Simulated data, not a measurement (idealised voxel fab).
process module | voxel spacer lines
cross-section cut | 265 nm wide | cells 5 nm
A cross-section is a grid of square cells, given in bands from the top down. A band is one or more rows of cells.
Each band's line starts with the height of the band's top and of its bottom, in nm. Then come its materials from left to right, each with its width in nm. One material with "throughout" fills the band from edge to edge. "air" is empty space.
Height 0 is the level under which the wafer as received is all one material. The lowest band goes on downwards, as in "0 down".
A width such as "30 to 40" changes by the same amount from each row of cells to the next, from the band's top row to its bottom row.
"no change" after a step means that no cell of the cross-section changed.
closed voids: empty space of 8 cells or more with no open way to the top, each as width x height at its distance from the left edge, in nm
after a step's settings: what the simulator itself notes on the step
overlay nm, on a step with a mask: how far to the right of its planned place the mask lay; to the left if negative
plan
1 op RECEIVE | material Si
2 op CONFORMAL_DEP | material SiO2 | thk nm 10
3 op DIRECTIONAL_DEP | material polySi | thk nm 20
4 op DIRECTIONAL_DEP | material aC | thk nm 20
5 op PATTERN | tone cover | mask id MANDREL | material resist | width nm 20 | pitch nm 60 | thk nm 30 | overlay nm -15
6 op DIRECTIONAL_ETCH | etch materials aC | depth nm 20
7 op STRIP | etch materials resist
8 op CONFORMAL_DEP | material SiN | thk nm 10
9 op DIRECTIONAL_ETCH | etch materials SiN | depth nm 10
10 op STRIP | etch materials aC
11 op DIRECTIONAL_ETCH | etch materials polySi | depth nm 20
12 op STRIP | etch materials SiN
13 op FILL_DEP | material SiO2 | thk nm 5
14 op CMP | height nm 30
varied across the wafers: overlay nm of step 5. The plan shows the first wafer's value. All wafers start alike
first wafer as received, after step 1
  0 down: Si throughout
  closed voids: none
each wafer at the end: cells of each material gained (+) or lost (-) since it was received, then its closed voids
overlay nm -15 | +270 SiO2 | +48 polySi | closed voids: none
overlay nm -10 | +270 SiO2 | +48 polySi | closed voids: none
overlay nm -5 | +270 SiO2 | +48 polySi | closed voids: none
overlay nm 0 | +270 SiO2 | +48 polySi | closed voids: none
overlay nm 5 | +270 SiO2 | +48 polySi | closed voids: none
overlay nm 10 | +270 SiO2 | +48 polySi | closed voids: none
overlay nm 15 | +270 SiO2 | +48 polySi | closed voids: none
